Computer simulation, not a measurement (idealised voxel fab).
The name of this process module is voxel gate over fins.
cross-section cut | 150 nm wide | cells 5 nm
The cross-sections in this document take the form of a grid made of square cells. They are written out as bands, in order from top to bottom. Each band consists of one or more rows of cells.
What a band's entry tells you: where the top is and where the bottom is, as heights in nm, and after that what lies inside, material by material from left to right, each with its width in nm. Empty space is written as the word "empty", and a single material marked with the word "full width" occupies the band from edge to edge.
Counting heights begins at 0, where everything beneath is, in the wafer as received, one material. The lowest band has no bottom; it goes on downwards, as "0 -> down" shows.
A width given as "30..40" starts at the first number in the band's top row and ends at the second number in its bottom row, shifting by an equal amount at every step from row to row.
What does "changes: none" mean for a step? It means no cell of the cross-section changed in that step.
"Tabulated closed voids" means: voids of 8 cells or more that are shut off from the top with no open way through. Written width x height at distance, distance from the left edge, in nm.
Note: text after step settings on the step line = simulator remark on that step.
"overlay nm" answers the question of how far to the right of plan the mask lay on a step that has a mask, and when it is negative the answer is to the left.
Guide to the pairs. Each holds a before and an after cross-section around one process step; the after cross-section is cut off at the lowest band that changed. Look under the pair for the step between them and its settings. Pairs can come from different runs of this module on the same starting wafer, so a pair follows on from the one above it only where its entry headed "Snapshot before" says it does.
-- Snapshot before
  25 -> 10 | 30 of empty / 20 of resist / 15 of empty / 20 of resist / 15 of empty / 20 of resist / 30 of empty
  10 -> 0 | 30 of empty / 20 of SiN / 15 of empty / 20 of SiN / 15 of empty / 20 of SiN / 30 of empty
  0 -> down | Si full width
  Tabulated closed voids: none
-- Post-Process Section
  25 -> 10 | 30 of empty / 20 of resist / 15 of empty / 20 of resist / 15 of empty / 20 of resist / 30 of empty
  10 -> 0 | 30 of empty / 20 of SiN / 15 of empty / 20 of SiN / 15 of empty / 20 of SiN / 30 of empty
  0 -> -30 | 30 of empty / 20 of Si / 15 of empty / 20 of Si / 15 of empty / 20 of Si / 30 of empty
  Lower than -30, everything is as it was.
  Tabulated closed voids: none
Quick note on the step between the two cross-sections above: DIRECTIONAL_ETCH | etch materials Si | depth nm 30
Snapshot before: after-step cross-section of the pair just above applies.
-- Post-Process Section
  10 -> 0 | 30 of empty / 20 of SiN / 15 of empty / 20 of SiN / 15 of empty / 20 of SiN / 30 of empty
  Lower than 0, everything is as it was.
  Tabulated closed voids: none
Quick note on the step between the two cross-sections above: STRIP | etch materials resist
Snapshot before: after-step cross-section of the pair just above applies.
-- Post-Process Section
  10 -> 0 | 30 of empty / 20 of SiN / 15 of empty / 20 of SiN / 15 of empty / 20 of SiN / 30 of empty
  0 -> -30 | 30 of empty / 5 of SiO2 / 10 of Si / 5 of SiO2 / 15 of empty / 5 of SiO2 / 10 of Si / 5 of SiO2 / 15 of empty / 5 of SiO2 / 10 of Si / 5 of SiO2 / 30 of empty
  -30 -> -35 | 35 of SiO2 / 10 of Si / 25 of SiO2 / 10 of Si / 25 of SiO2 / 10 of Si / 35 of SiO2
  Lower than -35, everything is as it was.
  Tabulated closed voids: none
Quick note on the step between the two cross-sections above: OXIDIZE | depth nm 5
Snapshot before: after-step cross-section of the pair just above applies.
-- Post-Process Section
  20 -> 10 | SiO2 full width
  10 -> 0 | 30 of SiO2 / 20 of SiN / 15 of SiO2 / 20 of SiN / 15 of SiO2 / 20 of SiN / 30 of SiO2
  0 -> -35 | 35 of SiO2 / 10 of Si / 25 of SiO2 / 10 of Si / 25 of SiO2 / 10 of Si / 35 of SiO2
  Lower than -35, everything is as it was.
  Tabulated closed voids: none
Quick note on the step between the two cross-sections above: FILL_DEP | material SiO2 | thk nm 10
Snapshot before: after-step cross-section of the pair just above applies.
-- Post-Process Section
  10 -> 0 | 30 of SiO2 / 20 of SiN / 15 of SiO2 / 20 of SiN / 15 of SiO2 / 20 of SiN / 30 of SiO2
  Lower than 0, everything is as it was.
  Tabulated closed voids: none
Quick note on the step between the two cross-sections above: CMP | height nm 10
Snapshot before: after-step cross-section of the pair just above applies.
-- Post-Process Section
  10 -> 0 | 30 of empty / 20 of SiN / 15 of empty / 20 of SiN / 15 of empty / 20 of SiN / 30 of empty
  0 -> -10 | 35 of empty / 10 of Si / 25 of empty / 10 of Si / 25 of empty / 10 of Si / 35 of empty
  Lower than -10, everything is as it was.
  Tabulated closed voids: none
Quick note on the step between the two cross-sections above: SELECTIVE_ETCH | etch materials SiO2 | depth nm 20
Snapshot before: after-step cross-section of the pair just above applies.
-- Post-Process Section
  0 -> -10 | 35 of empty / 10 of Si / 25 of empty / 10 of Si / 25 of empty / 10 of Si / 35 of empty
  Lower than -10, everything is as it was.
  Tabulated closed voids: none
Quick note on the step between the two cross-sections above: STRIP | etch materials SiN
Snapshot before: after-step cross-section of the pair just above applies.
-- Post-Process Section
  5 -> 0 | 30 of empty / 20 of HfO2 / 15 of empty / 20 of HfO2 / 15 of empty / 20 of HfO2 / 30 of empty
  0 -> -5 | 30 of empty / 5 of HfO2 / 10 of Si / 5 of HfO2 / 15 of empty / 5 of HfO2 / 10 of Si / 5 of HfO2 / 15 of empty / 5 of HfO2 / 10 of Si / 5 of HfO2 / 30 of empty
  -5 -> -10 | 35 of HfO2 / 10 of Si / 25 of HfO2 / 10 of Si / 25 of HfO2 / 10 of Si / 35 of HfO2
  Lower than -10, everything is as it was.
  Tabulated closed voids: none
Quick note on the step between the two cross-sections above: CONFORMAL_DEP | material HfO2 | thk nm 5
Snapshot before: after-step cross-section of the pair just above applies.
-- Post-Process Section
  10 -> 5 | 25 of empty / 30 of TiN / 5 of empty / 30 of TiN / 5 of empty / 30 of TiN / 25 of empty
  5 -> 0 | 25 of empty / 5 of TiN / 20 of HfO2 / 5 of TiN / 5 of empty / 5 of TiN / 20 of HfO2 / 5 of TiN / 5 of empty / 5 of TiN / 20 of HfO2 / 5 of TiN / 25 of empty
  0 -> -5 | 30 of TiN / 5 of HfO2 / 10 of Si / 5 of HfO2 / 15 of TiN / 5 of HfO2 / 10 of Si / 5 of HfO2 / 15 of TiN / 5 of HfO2 / 10 of Si / 5 of HfO2 / 30 of TiN
  Lower than -5, everything is as it was.
  Tabulated closed voids: none
Quick note on the step between the two cross-sections above: CONFORMAL_DEP | material TiN | thk nm 5
Snapshot before: after-step cross-section of the pair just above applies.
-- Post-Process Section
  15 -> 10 | 20 of empty / 110 of TiAl / 20 of empty
  10 -> 5 | 20 of empty / 5 of TiAl / 30 of TiN / 5 of TiAl / 30 of TiN / 5 of TiAl / 30 of TiN / 5 of TiAl / 20 of empty
  5 -> 0 | 25 of TiAl / 5 of TiN / 20 of HfO2 / 5 of TiN / 5 of TiAl / 5 of TiN / 20 of HfO2 / 5 of TiN / 5 of TiAl / 5 of TiN / 20 of HfO2 / 5 of TiN / 25 of TiAl
  Lower than 0, everything is as it was.
  Tabulated closed voids: none
Quick note on the step between the two cross-sections above: CONFORMAL_DEP | material TiAl | thk nm 5
Snapshot before: after-step cross-section of the pair just above applies.
-- Post-Process Section
  20 -> 15 | 15 of empty / 120 of TiN / 15 of empty
  15 -> 10 | 15 of empty / 5 of TiN / 110 of TiAl / 5 of TiN / 15 of empty
  10 -> 5 | 20 of TiN / 5 of TiAl / 30 of TiN / 5 of TiAl / 30 of TiN / 5 of TiAl / 30 of TiN / 5 of TiAl / 20 of TiN
  Lower than 5, everything is as it was.
  Tabulated closed voids: none
Quick note on the step between the two cross-sections above: CONFORMAL_DEP | material TiN | thk nm 5
Snapshot before: after-step cross-section of the pair just above applies.
-- Post-Process Section
  30 -> 20 | W full width
  20 -> 15 | 15 of W / 120 of TiN / 15 of W
  15 -> 10 | 15 of W / 5 of TiN / 110 of TiAl / 5 of TiN / 15 of W
  Lower than 10, everything is as it was.
  Tabulated closed voids: none
Quick note on the step between the two cross-sections above: FILL_DEP | material W | thk nm 10
Snapshot before: after-step cross-section of the pair just above applies.
-- Post-Process Section
  25 -> 20 | W full width
  Lower than 20, everything is as it was.
  Tabulated closed voids: none
Quick note on the step between the two cross-sections above: CMP | height nm 25
Snapshot before: after-step cross-section of the pair just above applies.
-- Post-Process Section
  30 -> 25 | SiN full width
  Lower than 25, everything is as it was.
  Tabulated closed voids: none
Quick note on the step between the two cross-sections above: CONFORMAL_DEP | material SiN | thk nm 5
-- Snapshot before
  10 -> 0 | SiN full width
  0 -> down | Si full width
  Tabulated closed voids: none
-- Post-Process Section
  25 -> 10 | 35 of empty / 15 of resist / 20 of empty / 15 of resist / 20 of empty / 15 of resist / 30 of empty
  Lower than 10, everything is as it was.
  Tabulated closed voids: none
Quick note on the step between the two cross-sections above: PATTERN | tone cover | mask id FINS | material resist | width nm 15 | pitch nm 35 | thk nm 15 | overlay nm 5
Snapshot before: after-step cross-section of the pair just above applies.
-- Post-Process Section
  25 -> 10 | 35 of empty / 15 of resist / 20 of empty / 15 of resist / 20 of empty / 15 of resist / 30 of empty
  10 -> 0 | 35 of empty / 15 of SiN / 20 of empty / 15 of SiN / 20 of empty / 15 of SiN / 30 of empty
  Lower than 0, everything is as it was.
  Tabulated closed voids: none
Quick note on the step between the two cross-sections above: DIRECTIONAL_ETCH | etch materials SiN | depth nm 10
Snapshot before: after-step cross-section of the pair just above applies.
-- Post-Process Section
  25 -> 10 | 35 of empty / 15 of resist / 20 of empty / 15 of resist / 20 of empty / 15 of resist / 30 of empty
  10 -> 0 | 35 of empty / 15 of SiN / 20 of empty / 15 of SiN / 20 of empty / 15 of SiN / 30 of empty
  0 -> -30 | 35 of empty / 15 of Si / 20 of empty / 15 of Si / 20 of empty / 15 of Si / 30 of empty
  Lower than -30, everything is as it was.
  Tabulated closed voids: none
Quick note on the step between the two cross-sections above: DIRECTIONAL_ETCH | etch materials Si | depth nm 30
Snapshot before: after-step cross-section of the pair just above applies.
-- Post-Process Section
  10 -> 0 | 35 of empty / 15 of SiN / 20 of empty / 15 of SiN / 20 of empty / 15 of SiN / 30 of empty
  Lower than 0, everything is as it was.
  Tabulated closed voids: none
Quick note on the step between the two cross-sections above: STRIP | etch materials resist
Snapshot before: after-step cross-section of the pair just above applies.
-- Post-Process Section
  10 -> 0 | 35 of empty / 15 of SiN / 20 of empty / 15 of SiN / 20 of empty / 15 of SiN / 30 of empty
  0 -> -30 | 35 of empty / 5 of SiO2 / 5 of Si / 5 of SiO2 / 20 of empty / 5 of SiO2 / 5 of Si / 5 of SiO2 / 20 of empty / 5 of SiO2 / 5 of Si / 5 of SiO2 / 30 of empty
  -30 -> -35 | 40 of SiO2 / 5 of Si / 30 of SiO2 / 5 of Si / 30 of SiO2 / 5 of Si / 35 of SiO2
  Lower than -35, everything is as it was.
  Tabulated closed voids: none
Quick note on the step between the two cross-sections above: OXIDIZE | depth nm 5
Snapshot before: after-step cross-section of the pair just above applies.
-- Post-Process Section
  20 -> 10 | SiO2 full width
  10 -> 0 | 35 of SiO2 / 15 of SiN / 20 of SiO2 / 15 of SiN / 20 of SiO2 / 15 of SiN / 30 of SiO2
  0 -> -35 | 40 of SiO2 / 5 of Si / 30 of SiO2 / 5 of Si / 30 of SiO2 / 5 of Si / 35 of SiO2
  Lower than -35, everything is as it was.
  Tabulated closed voids: none
Quick note on the step between the two cross-sections above: FILL_DEP | material SiO2 | thk nm 10
Snapshot before: after-step cross-section of the pair just above applies.
-- Post-Process Section
  10 -> 0 | 35 of SiO2 / 15 of SiN / 20 of SiO2 / 15 of SiN / 20 of SiO2 / 15 of SiN / 30 of SiO2
  Lower than 0, everything is as it was.
  Tabulated closed voids: none
Quick note on the step between the two cross-sections above: CMP | height nm 10
Snapshot before: after-step cross-section of the pair just above applies.
-- Post-Process Section
  10 -> 0 | 35 of empty / 15 of SiN / 20 of empty / 15 of SiN / 20 of empty / 15 of SiN / 30 of empty
  0 -> -10 | 40 of empty / 5 of Si / 30 of empty / 5 of Si / 30 of empty / 5 of Si / 35 of empty
  Lower than -10, everything is as it was.
  Tabulated closed voids: none
Quick note on the step between the two cross-sections above: SELECTIVE_ETCH | etch materials SiO2 | depth nm 20
Snapshot before: after-step cross-section of the pair just above applies.
-- Post-Process Section
  0 -> -10 | 40 of empty / 5 of Si / 30 of empty / 5 of Si / 30 of empty / 5 of Si / 35 of empty
  Lower than -10, everything is as it was.
  Tabulated closed voids: none
Quick note on the step between the two cross-sections above: STRIP | etch materials SiN
Snapshot before: after-step cross-section of the pair just above applies.
-- Post-Process Section
  5 -> 0 | 35 of empty / 15 of HfO2 / 20 of empty / 15 of HfO2 / 20 of empty / 15 of HfO2 / 30 of empty
  0 -> -5 | 35 of empty / 5 of HfO2 / 5 of Si / 5 of HfO2 / 20 of empty / 5 of HfO2 / 5 of Si / 5 of HfO2 / 20 of empty / 5 of HfO2 / 5 of Si / 5 of HfO2 / 30 of empty
  -5 -> -10 | 40 of HfO2 / 5 of Si / 30 of HfO2 / 5 of Si / 30 of HfO2 / 5 of Si / 35 of HfO2
  Lower than -10, everything is as it was.
  Tabulated closed voids: none
Quick note on the step between the two cross-sections above: CONFORMAL_DEP | material HfO2 | thk nm 5
Snapshot before: after-step cross-section of the pair just above applies.
-- Post-Process Section
  10 -> 5 | 30 of empty / 25 of TiN / 10 of empty / 25 of TiN / 10 of empty / 25 of TiN / 25 of empty
  5 -> 0 | 30 of empty / 5 of TiN / 15 of HfO2 / 5 of TiN / 10 of empty / 5 of TiN / 15 of HfO2 / 5 of TiN / 10 of empty / 5 of TiN / 15 of HfO2 / 5 of TiN / 25 of empty
  0 -> -5 | 35 of TiN / 5 of HfO2 / 5 of Si / 5 of HfO2 / 20 of TiN / 5 of HfO2 / 5 of Si / 5 of HfO2 / 20 of TiN / 5 of HfO2 / 5 of Si / 5 of HfO2 / 30 of TiN
  Lower than -5, everything is as it was.
  Tabulated closed voids: none
Quick note on the step between the two cross-sections above: CONFORMAL_DEP | material TiN | thk nm 5
Snapshot before: after-step cross-section of the pair just above applies.
-- Post-Process Section
  15 -> 10 | 25 of empty / 105 of TiAl / 20 of empty
  10 -> 5 | 25 of empty / 5 of TiAl / 25 of TiN / 10 of TiAl / 25 of TiN / 10 of TiAl / 25 of TiN / 5 of TiAl / 20 of empty
  5 -> 0 | 30 of TiAl / 5 of TiN / 15 of HfO2 / 5 of TiN / 10 of TiAl / 5 of TiN / 15 of HfO2 / 5 of TiN / 10 of TiAl / 5 of TiN / 15 of HfO2 / 5 of TiN / 25 of TiAl
  Lower than 0, everything is as it was.
  Tabulated closed voids: none
Quick note on the step between the two cross-sections above: CONFORMAL_DEP | material TiAl | thk nm 5
Snapshot before: after-step cross-section of the pair just above applies.
-- Post-Process Section
  20 -> 15 | 20 of empty / 115 of TiN / 15 of empty
  15 -> 10 | 20 of empty / 5 of TiN / 105 of TiAl / 5 of TiN / 15 of empty
  10 -> 5 | 25 of TiN / 5 of TiAl / 25 of TiN / 10 of TiAl / 25 of TiN / 10 of TiAl / 25 of TiN / 5 of TiAl / 20 of TiN
  Lower than 5, everything is as it was.
  Tabulated closed voids: none
Quick note on the step between the two cross-sections above: CONFORMAL_DEP | material TiN | thk nm 5
Snapshot before: after-step cross-section of the pair just above applies.
-- Post-Process Section
  30 -> 20 | W full width
  20 -> 15 | 20 of W / 115 of TiN / 15 of W
  15 -> 10 | 20 of W / 5 of TiN / 105 of TiAl / 5 of TiN / 15 of W
  Lower than 10, everything is as it was.
  Tabulated closed voids: none
Quick note on the step between the two cross-sections above: FILL_DEP | material W | thk nm 10
Snapshot before: after-step cross-section of the pair just above applies.
-- Post-Process Section
  25 -> 20 | W full width
  Lower than 20, everything is as it was.
  Tabulated closed voids: none
Quick note on the step between the two cross-sections above: CMP | height nm 25
Snapshot before: after-step cross-section of the pair just above applies.
-- Post-Process Section
  30 -> 25 | SiN full width
  Lower than 25, everything is as it was.
  Tabulated closed voids: none
Quick note on the step between the two cross-sections above: CONFORMAL_DEP | material SiN | thk nm 5
-- Snapshot before
  5 -> 0 | 30 of empty / 15 of HfO2 / 20 of empty / 15 of HfO2 / 20 of empty / 15 of HfO2 / 35 of empty
  0 -> -5 | 30 of empty / 5 of HfO2 / 5 of Si / 5 of HfO2 / 20 of empty / 5 of HfO2 / 5 of Si / 5 of HfO2 / 20 of empty / 5 of HfO2 / 5 of Si / 5 of HfO2 / 35 of empty
  -5 -> -10 | 35 of HfO2 / 5 of Si / 30 of HfO2 / 5 of Si / 30 of HfO2 / 5 of Si / 40 of HfO2
  -10 -> -35 | 35 of SiO2 / 5 of Si / 30 of SiO2 / 5 of Si / 30 of SiO2 / 5 of Si / 40 of SiO2
  -35 -> down | Si full width
  Tabulated closed voids: none
-- Post-Process Section
  10 -> 5 | 25 of empty / 25 of TiAl / 10 of empty / 25 of TiAl / 10 of empty / 25 of TiAl / 30 of empty
  5 -> 0 | 25 of empty / 5 of TiAl / 15 of HfO2 / 5 of TiAl / 10 of empty / 5 of TiAl / 15 of HfO2 / 5 of TiAl / 10 of empty / 5 of TiAl / 15 of HfO2 / 5 of TiAl / 30 of empty
  0 -> -5 | 30 of TiAl / 5 of HfO2 / 5 of Si / 5 of HfO2 / 20 of TiAl / 5 of HfO2 / 5 of Si / 5 of HfO2 / 20 of TiAl / 5 of HfO2 / 5 of Si / 5 of HfO2 / 35 of TiAl
  Lower than -5, everything is as it was.
  Tabulated closed voids: none
Quick note on the step between the two cross-sections above: CONFORMAL_DEP | material TiAl | thk nm 5
Snapshot before: after-step cross-section of the pair just above applies.
-- Post-Process Section
  15 -> 5 | 20 of empty / 105 of TiAl / 25 of empty
  5 -> 0 | 30 of TiAl / 15 of HfO2 / 20 of TiAl / 15 of HfO2 / 20 of TiAl / 15 of HfO2 / 35 of TiAl
  Lower than 0, everything is as it was.
  Tabulated closed voids: none
Quick note on the step between the two cross-sections above: CONFORMAL_DEP | material TiAl | thk nm 5
Snapshot before: after-step cross-section of the pair just above applies.
-- Post-Process Section
  20 -> 15 | 15 of empty / 115 of TiN / 20 of empty
  15 -> 10 | 15 of empty / 5 of TiN / 105 of TiAl / 5 of TiN / 20 of empty
  10 -> 5 | 20 of TiN / 105 of TiAl / 25 of TiN
  Lower than 5, everything is as it was.
  Tabulated closed voids: none
Quick note on the step between the two cross-sections above: CONFORMAL_DEP | material TiN | thk nm 5
Snapshot before: after-step cross-section of the pair just above applies.
-- Post-Process Section
  30 -> 20 | W full width
  20 -> 15 | 15 of W / 115 of TiN / 20 of W
  15 -> 10 | 15 of W / 5 of TiN / 105 of TiAl / 5 of TiN / 20 of W
  Lower than 10, everything is as it was.
  Tabulated closed voids: none
Quick note on the step between the two cross-sections above: FILL_DEP | material W | thk nm 10
Snapshot before: after-step cross-section of the pair just above applies.
-- Post-Process Section
  25 -> 20 | W full width
  Lower than 20, everything is as it was.
  Tabulated closed voids: none
Quick note on the step between the two cross-sections above: CMP | height nm 25
Snapshot before: after-step cross-section of the pair just above applies.
-- Post-Process Section
  30 -> 25 | SiN full width
  Lower than 25, everything is as it was.
  Tabulated closed voids: none
Quick note on the step between the two cross-sections above: CONFORMAL_DEP | material SiN | thk nm 5
-- Snapshot before
  10 -> 0 | SiN full width
  0 -> down | Si full width
  Tabulated closed voids: none
-- Post-Process Section
  25 -> 10 | 30 of resist / 15 of empty / 20 of resist / 15 of empty / 20 of resist / 15 of empty / 35 of resist
  Lower than 10, everything is as it was.
  Tabulated closed voids: none
Quick note on the step between the two cross-sections above: PATTERN | tone open | mask id FINS | material resist | width nm 15 | pitch nm 35 | thk nm 15 | overlay nm 0
Snapshot before: after-step cross-section of the pair just above applies.
-- Post-Process Section
  25 -> 10 | 30 of resist / 15 of empty / 20 of resist / 15 of empty / 20 of resist / 15 of empty / 35 of resist
  10 -> 0 | 30 of SiN / 15 of empty / 20 of SiN / 15 of empty / 20 of SiN / 15 of empty / 35 of SiN
  Lower than 0, everything is as it was.
  Tabulated closed voids: none
Quick note on the step between the two cross-sections above: DIRECTIONAL_ETCH | etch materials SiN | depth nm 10
Snapshot before: after-step cross-section of the pair just above applies.
-- Post-Process Section
  25 -> 10 | 30 of resist / 15 of empty / 20 of resist / 15 of empty / 20 of resist / 15 of empty / 35 of resist
  10 -> 0 | 30 of SiN / 15 of empty / 20 of SiN / 15 of empty / 20 of SiN / 15 of empty / 35 of SiN
  0 -> -30 | 30 of Si / 15 of empty / 20 of Si / 15 of empty / 20 of Si / 15 of empty / 35 of Si
  Lower than -30, everything is as it was.
  Tabulated closed voids: none
Quick note on the step between the two cross-sections above: DIRECTIONAL_ETCH | etch materials Si | depth nm 30
Snapshot before: after-step cross-section of the pair just above applies.
-- Post-Process Section
  10 -> 0 | 30 of SiN / 15 of empty / 20 of SiN / 15 of empty / 20 of SiN / 15 of empty / 35 of SiN
  Lower than 0, everything is as it was.
  Tabulated closed voids: none
Quick note on the step between the two cross-sections above: STRIP | etch materials resist
Snapshot before: after-step cross-section of the pair just above applies.
-- Post-Process Section
  10 -> 0 | 30 of SiN / 15 of empty / 20 of SiN / 15 of empty / 20 of SiN / 15 of empty / 35 of SiN
  0 -> -30 | 25 of Si / 5 of SiO2 / 15 of empty / 5 of SiO2 / 10 of Si / 5 of SiO2 / 15 of empty / 5 of SiO2 / 10 of Si / 5 of SiO2 / 15 of empty / 5 of SiO2 / 30 of Si
  -30 -> -35 | 25 of Si / 25 of SiO2 / 10 of Si / 25 of SiO2 / 10 of Si / 25 of SiO2 / 30 of Si
  Lower than -35, everything is as it was.
  Tabulated closed voids: none
Quick note on the step between the two cross-sections above: OXIDIZE | depth nm 5
Snapshot before: after-step cross-section of the pair just above applies.
-- Post-Process Section
  20 -> 10 | SiO2 full width
  10 -> 0 | 30 of SiN / 15 of SiO2 / 20 of SiN / 15 of SiO2 / 20 of SiN / 15 of SiO2 / 35 of SiN
  0 -> -35 | 25 of Si / 25 of SiO2 / 10 of Si / 25 of SiO2 / 10 of Si / 25 of SiO2 / 30 of Si
  Lower than -35, everything is as it was.
  Tabulated closed voids: none
Quick note on the step between the two cross-sections above: FILL_DEP | material SiO2 | thk nm 10
Snapshot before: after-step cross-section of the pair just above applies.
-- Post-Process Section
  10 -> 0 | 30 of SiN / 15 of SiO2 / 20 of SiN / 15 of SiO2 / 20 of SiN / 15 of SiO2 / 35 of SiN
  Lower than 0, everything is as it was.
  Tabulated closed voids: none
Quick note on the step between the two cross-sections above: CMP | height nm 10
Snapshot before: after-step cross-section of the pair just above applies.
-- Post-Process Section
  10 -> 0 | 30 of SiN / 15 of empty / 20 of SiN / 15 of empty / 20 of SiN / 15 of empty / 35 of SiN
  0 -> -10 | 25 of Si / 25 of empty / 10 of Si / 25 of empty / 10 of Si / 25 of empty / 30 of Si
  Lower than -10, everything is as it was.
  Tabulated closed voids: none
Quick note on the step between the two cross-sections above: SELECTIVE_ETCH | etch materials SiO2 | depth nm 20
Snapshot before: after-step cross-section of the pair just above applies.
-- Post-Process Section
  0 -> -10 | 25 of Si / 25 of empty / 10 of Si / 25 of empty / 10 of Si / 25 of empty / 30 of Si
  Lower than -10, everything is as it was.
  Tabulated closed voids: none
Quick note on the step between the two cross-sections above: STRIP | etch materials SiN
Snapshot before: after-step cross-section of the pair just above applies.
-- Post-Process Section
  5 -> 0 | 30 of HfO2 / 15 of empty / 20 of HfO2 / 15 of empty / 20 of HfO2 / 15 of empty / 35 of HfO2
  0 -> -5 | 25 of Si / 5 of HfO2 / 15 of empty / 5 of HfO2 / 10 of Si / 5 of HfO2 / 15 of empty / 5 of HfO2 / 10 of Si / 5 of HfO2 / 15 of empty / 5 of HfO2 / 30 of Si
  -5 -> -10 | 25 of Si / 25 of HfO2 / 10 of Si / 25 of HfO2 / 10 of Si / 25 of HfO2 / 30 of Si
  Lower than -10, everything is as it was.
  Tabulated closed voids: none
Quick note on the step between the two cross-sections above: CONFORMAL_DEP | material HfO2 | thk nm 5
Snapshot before: after-step cross-section of the pair just above applies.
-- Post-Process Section
  10 -> 5 | 35 of TiN / 5 of empty / 30 of TiN / 5 of empty / 30 of TiN / 5 of empty / 40 of TiN
  5 -> 0 | 30 of HfO2 / 5 of TiN / 5 of empty / 5 of TiN / 20 of HfO2 / 5 of TiN / 5 of empty / 5 of TiN / 20 of HfO2 / 5 of TiN / 5 of empty / 5 of TiN / 35 of HfO2
  0 -> -5 | 25 of Si / 5 of HfO2 / 15 of TiN / 5 of HfO2 / 10 of Si / 5 of HfO2 / 15 of TiN / 5 of HfO2 / 10 of Si / 5 of HfO2 / 15 of TiN / 5 of HfO2 / 30 of Si
  Lower than -5, everything is as it was.
  Tabulated closed voids: none
Quick note on the step between the two cross-sections above: CONFORMAL_DEP | material TiN | thk nm 5
Snapshot before: after-step cross-section of the pair just above applies.
-- Post-Process Section
  15 -> 10 | TiAl full width
  10 -> 5 | 35 of TiN / 5 of TiAl / 30 of TiN / 5 of TiAl / 30 of TiN / 5 of TiAl / 40 of TiN
  5 -> 0 | 30 of HfO2 / 5 of TiN / 5 of TiAl / 5 of TiN / 20 of HfO2 / 5 of TiN / 5 of TiAl / 5 of TiN / 20 of HfO2 / 5 of TiN / 5 of TiAl / 5 of TiN / 35 of HfO2
  Lower than 0, everything is as it was.
  Tabulated closed voids: none
Quick note on the step between the two cross-sections above: CONFORMAL_DEP | material TiAl | thk nm 5
Snapshot before: after-step cross-section of the pair just above applies.
-- Post-Process Section
  20 -> 15 | TiN full width
  Lower than 15, everything is as it was.
  Tabulated closed voids: none
Quick note on the step between the two cross-sections above: CONFORMAL_DEP | material TiN | thk nm 5
Snapshot before: after-step cross-section of the pair just above applies.
-- Post-Process Section
  30 -> 20 | W full width
  Lower than 20, everything is as it was.
  Tabulated closed voids: none
Quick note on the step between the two cross-sections above: FILL_DEP | material W | thk nm 10
Snapshot before: after-step cross-section of the pair just above applies.
-- Post-Process Section
  25 -> 20 | W full width
  Lower than 20, everything is as it was.
  Tabulated closed voids: none
Quick note on the step between the two cross-sections above: CMP | height nm 25
Snapshot before: after-step cross-section of the pair just above applies.
-- Post-Process Section
  30 -> 25 | SiN full width
  Lower than 25, everything is as it was.
  Tabulated closed voids: none
Quick note on the step between the two cross-sections above: CONFORMAL_DEP | material SiN | thk nm 5
